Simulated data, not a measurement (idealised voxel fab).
Herein follows the process module entitled voxel local oxidation.
Cross-sectional view cut (width: 180 nm; square cell size: 5 nm).
Cross-section = grid of square cells, listed top down in bands; band = one or more rows. Read a band's entry like this: the first values are the height of its top and the height of its bottom in nm, and what follows is the sequence of materials from left to right, each with its width in nm. Note that "empty" is empty space, and that a single material marked "full width" reaches across the band from edge to edge. Heads up on the height convention: 0 is the point under which the incoming wafer is all one material, and the lowest band has no bottom, it just keeps going down, like "top 0, no bottom". The two numbers in a width such as "30..40" mark its ends across the band: the first belongs to the top row of cells, the second to the bottom row, and from each row to the next the width moves by the same amount. "nothing changed" (step): cross-section cells unchanged, all of them. For the entry "Closed internal voids", the listed items are empty spaces with no open way to the top whose size is 8 cells or more; each item follows the pattern width x height at distance, where distance is from the left edge and all three are in nm. Note: text after step settings on the step line = simulator remark on that step. A step's line can hold "overlay nm"; with a mask on that step, the setting says how far right of the planned place the mask lay, while a negative setting says it lay to the left.
THESE ARE THE STEPS WE PLANNED FOR THE PROCESS
| 1 | RECEIVE,material Si |
| 2 | OXIDIZE,depth nm 5 |
| 3 | CONFORMAL_DEP,material SiN,thk nm 15 |
| 4 | PATTERN,tone cover,mask id ACTIVE,material resist,width nm 130,thk nm 20,overlay nm 0 |
| 5 | DIRECTIONAL_ETCH,etch materials SiN,depth nm 15 |
| 6 | STRIP,etch materials resist |
| 7 | SELECTIVE_ETCH,etch materials SiO2,depth nm 5 |
| 8 | OXIDIZE,depth nm 15 |
| 9 | STRIP,etch materials SiN |
FIRST OF TWO WAFERS, WITH THE RUN CARRIED OUT AS PLANNED
AS-RECEIVED STATE OF THE WAFER IN CROSS-SECTION, EQUIVALENT TO POST-STEP 1
  top 0, no bottom = Si full width
  Closed internal voids: none
WAFER AFTER STEP 2 (CROSS-SECTION)
  top 0, bottom -5 = SiO2 full width
  Anything lower than -5 is untouched.
WAFER AFTER STEP 3 (CROSS-SECTION)
  top 15, bottom 0 = SiN full width
  Anything lower than 0 is untouched.
WAFER AFTER STEP 4 (CROSS-SECTION)
  top 35, bottom 15 = 25 nm empty; 130 nm resist; 25 nm empty
  Anything lower than 15 is untouched.
WAFER AFTER STEP 5 (CROSS-SECTION)
  top 35, bottom 15 = 25 nm empty; 130 nm resist; 25 nm empty
  top 15, bottom 0 = 25 nm empty; 130 nm SiN; 25 nm empty
  Anything lower than 0 is untouched.
WAFER AFTER STEP 6 (CROSS-SECTION)
  top 15, bottom 0 = 25 nm empty; 130 nm SiN; 25 nm empty
  Anything lower than 0 is untouched.
WAFER AFTER STEP 7 (CROSS-SECTION)
  top 15, bottom 0 = 25 nm empty; 130 nm SiN; 25 nm empty
  top 0, bottom -5 = 30 nm empty; 120 nm SiO2; 30 nm empty
  Anything lower than -5 is untouched.
WAFER AFTER STEP 8 (CROSS-SECTION)
  top 15, bottom 0 = 25 nm empty; 130 nm SiN; 25 nm empty
  top 0, bottom -5 = 30 nm empty; 120 nm SiO2; 30 nm empty
  top -5, bottom -20 = 45 nm SiO2; 90 nm Si; 45 nm SiO2
  Anything lower than -20 is untouched.
WAFER AFTER STEP 9 (CROSS-SECTION)
  top 0, bottom -5 = 30 nm empty; 120 nm SiO2; 30 nm empty
  Anything lower than -5 is untouched.
SECOND WAFER, SAME STARTING STATE AND PLAN AS THE FIRST, ONE MISTAKE IN THE RUN, IDENTICAL THROUGH STEP 3
CROSS-SECTION OF THE SECOND WAFER WHEN, ACCORDING TO PLAN, STEP 4 SHOULD HAVE FINISHED
  top 35, bottom 15 = 20 nm empty; 130 nm resist; 30 nm empty
  Anything lower than 15 is untouched.
CROSS-SECTION OF THE SECOND WAFER WHEN, ACCORDING TO PLAN, STEP 5 SHOULD HAVE FINISHED
  top 35, bottom 15 = 20 nm empty; 130 nm resist; 30 nm empty
  top 15, bottom 0 = 20 nm empty; 130 nm SiN; 30 nm empty
  Anything lower than 0 is untouched.
CROSS-SECTION OF THE SECOND WAFER WHEN, ACCORDING TO PLAN, STEP 6 SHOULD HAVE FINISHED
  top 15, bottom 0 = 20 nm empty; 130 nm SiN; 30 nm empty
  Anything lower than 0 is untouched.
CROSS-SECTION OF THE SECOND WAFER WHEN, ACCORDING TO PLAN, STEP 7 SHOULD HAVE FINISHED
  top 15, bottom 0 = 20 nm empty; 130 nm SiN; 30 nm empty
  top 0, bottom -5 = 25 nm empty; 120 nm SiO2; 35 nm empty
  Anything lower than -5 is untouched.
CROSS-SECTION OF THE SECOND WAFER WHEN, ACCORDING TO PLAN, STEP 8 SHOULD HAVE FINISHED
  top 15, bottom 0 = 20 nm empty; 130 nm SiN; 30 nm empty
  top 0, bottom -5 = 25 nm empty; 120 nm SiO2; 35 nm empty
  top -5, bottom -20 = 40 nm SiO2; 90 nm Si; 50 nm SiO2
  Anything lower than -20 is untouched.
CROSS-SECTION OF THE SECOND WAFER WHEN, ACCORDING TO PLAN, STEP 9 SHOULD HAVE FINISHED
  top 0, bottom -5 = 25 nm empty; 120 nm SiO2; 35 nm empty
  Anything lower than -5 is untouched.
What broke from the plan during processing? step 4 was run on a setting that differed from the plan, and what really ran there is PATTERN,tone cover,mask id ACTIVE,material resist,width nm 130,thk nm 20,overlay nm -5
Both wafers, final: cells per material equal; arrangement not.
